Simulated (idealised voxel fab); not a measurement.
Process module heading - voxel wiring stack
Square cell edge 5 nm, section width 245 nm, ID cut.
Cross-section spec: square-cell grid; bands listed top down; each band is one or more rows.
Each band's line starts with the height of the band's top and of its bottom, in nm. Then come its materials from left to right, each with its width in nm. One material with "all across" fills the band from edge to edge. "empty" is empty space.
Counting heights begins at 0, where everything beneath is, in the wafer as received, one material. The lowest band has no bottom; it goes on downwards, as "0 and below" shows.
Note: "30..40" means the width goes from the first number (top row of the band) to the second number (bottom row) in equal steps per row of cells.
Step marked "everything unchanged"? Then no cell in the cross-section changed in it.
If an empty space has no open way to the top and is at least 8 cells in size, "Enclosed internal voids" lists it, written width x height at distance, where distance is measured from the left edge and every value is in nm.
Where a step's line continues beyond its settings, the continuation is a remark by the simulator itself on that step.
overlay nm: step with mask; distance mask lay right of planned place; negative value = left of planned place.

Set out below are the planned steps of the process
- 1: RECEIVE [material Si]
- 2: CONFORMAL_DEP [material SiO2] [thk nm 10]
- 3: CONFORMAL_DEP [material SiN] [thk nm 5]
- 4: DIRECTIONAL_DEP [material lowk] [thk nm 20]
- 5: PATTERN [tone open] [mask id METAL_1] [material resist] [width nm 30] [pitch nm 45] [thk nm 15] [overlay nm 0]
- 6: DIRECTIONAL_ETCH [etch materials lowk] [depth nm 20]
- 7: DIRECTIONAL_ETCH [etch materials SiN] [depth nm 5]
- 8: STRIP [etch materials resist]
- 9: CONFORMAL_DEP [material TiN] [thk nm 5]
- 10: FILL_DEP [material Ru] [thk nm 5]
- 11: CMP [height nm 35]
- 12: EPI [material Ru] [thk nm 5]
- 13: FILL_DEP [material SiCN] [thk nm 5]
- 14: DIRECTIONAL_DEP [material lowk] [thk nm 35]
- 15: DIRECTIONAL_DEP [material aC] [thk nm 10]
- 16: PATTERN [tone open] [mask id METAL_2] [material resist] [width nm 20] [pitch nm 45] [thk nm 25] [overlay nm 0]
- 17: DIRECTIONAL_ETCH [etch materials aC] [depth nm 10]
- 18: STRIP [etch materials resist]
- 19: DIRECTIONAL_ETCH [etch materials lowk] [depth nm 20]
- 20: STRIP [etch materials aC]
- 21: DIRECTIONAL_DEP [material aC] [thk nm 10]
- 22: PATTERN [tone open] [mask id METAL_2_HOLES] [material resist] [width nm 15] [thk nm 30] [overlay nm 0]
- 23: DIRECTIONAL_ETCH [etch materials aC] [depth nm 10]
- 24: STRIP [etch materials resist]
- 25: DIRECTIONAL_ETCH [etch materials lowk] [depth nm 15]
- 26: DIRECTIONAL_ETCH [etch materials SiCN] [depth nm 5]
- 27: STRIP [etch materials aC]
- 28: CONFORMAL_DEP [material TiN] [thk nm 5]
- 29: FILL_DEP [material Cu] [thk nm 5]
- 30: CMP [height nm 80]
- 31: CONFORMAL_DEP [material SiCN] [thk nm 5]
Split variable: width nm, step 16. Plan value = first wafer. Wafers start alike.

As-received cross-section, first of several wafers, post step 1
- 0 and below  Si all across
- Enclosed internal voids: none

Once step 31, the last step, is complete, the module is at its end; this is the cross-section of the first of several wafers
- 85 down to 80  SiCN all across
- 80 down to 70  lowk=85; TiN=5; Cu=15; TiN=5; lowk=25; TiN=5; Cu=10; TiN=5; lowk=90
- 70 down to 65  lowk=85; TiN=10; Cu=10; TiN=5; lowk=25; TiN=5; Cu=10; TiN=5; lowk=90
- 65 down to 60  lowk=90; TiN=20; lowk=25; TiN=20; lowk=90
- 60 down to 45  lowk=90; TiN=10; lowk=145
- 45 down to 40  SiCN=90; TiN=10; SiCN=145
- 40 down to 35  SiCN=80; Ru=40; SiCN=5; Ru=40; SiCN=80
- 35 down to 15  lowk=85; TiN=5; Ru=20; TiN=5; lowk=15; TiN=5; Ru=20; TiN=5; lowk=85
- 15 down to 10  SiN=85; TiN=30; SiN=15; TiN=30; SiN=85
- 10 down to 0  SiO2 all across
- 0 and below  Si all across
- Enclosed internal voids: none

Cross-section at module completion, last wafer
- 85 down to 80  SiCN all across
- 80 down to 65  lowk=85; TiN=5; Cu=20; TiN=5; lowk=15; TiN=5; Cu=20; TiN=5; lowk=85
- 65 down to 60  lowk=85; TiN=5; Cu=5; TiN=20; lowk=15; TiN=30; lowk=85
- 60 down to 45  lowk=85; TiN=5; Cu=5; TiN=5; lowk=145
- 45 down to 40  SiCN=85; TiN=15; SiCN=145
- 40 down to 35  SiCN=80; Ru=40; SiCN=5; Ru=40; SiCN=80
- 35 down to 15  lowk=85; TiN=5; Ru=20; TiN=5; lowk=15; TiN=5; Ru=20; TiN=5; lowk=85
- 15 down to 10  SiN=85; TiN=30; SiN=15; TiN=30; SiN=85
- 10 down to 0  SiO2 all across
- 0 and below  Si all across
- Enclosed internal voids: none

Below, a row for every wafer. Read it as the end-of-module picture: for each material the wafer shows its cells gained (+) or lost (-) since it was received, and then its closed voids
width nm 20, +14 Cu, +48 Ru, +129 SiCN, +37 SiN, +98 SiO2, +57 TiN, +450 lowk, Enclosed internal voids: none
width nm 25, +20 Cu, +48 Ru, +129 SiCN, +37 SiN, +98 SiO2, +59 TiN, +442 lowk, Enclosed internal voids: none
width nm 30, +28 Cu, +48 Ru, +128 SiCN, +37 SiN, +98 SiO2, +60 TiN, +434 lowk, Enclosed internal voids: none
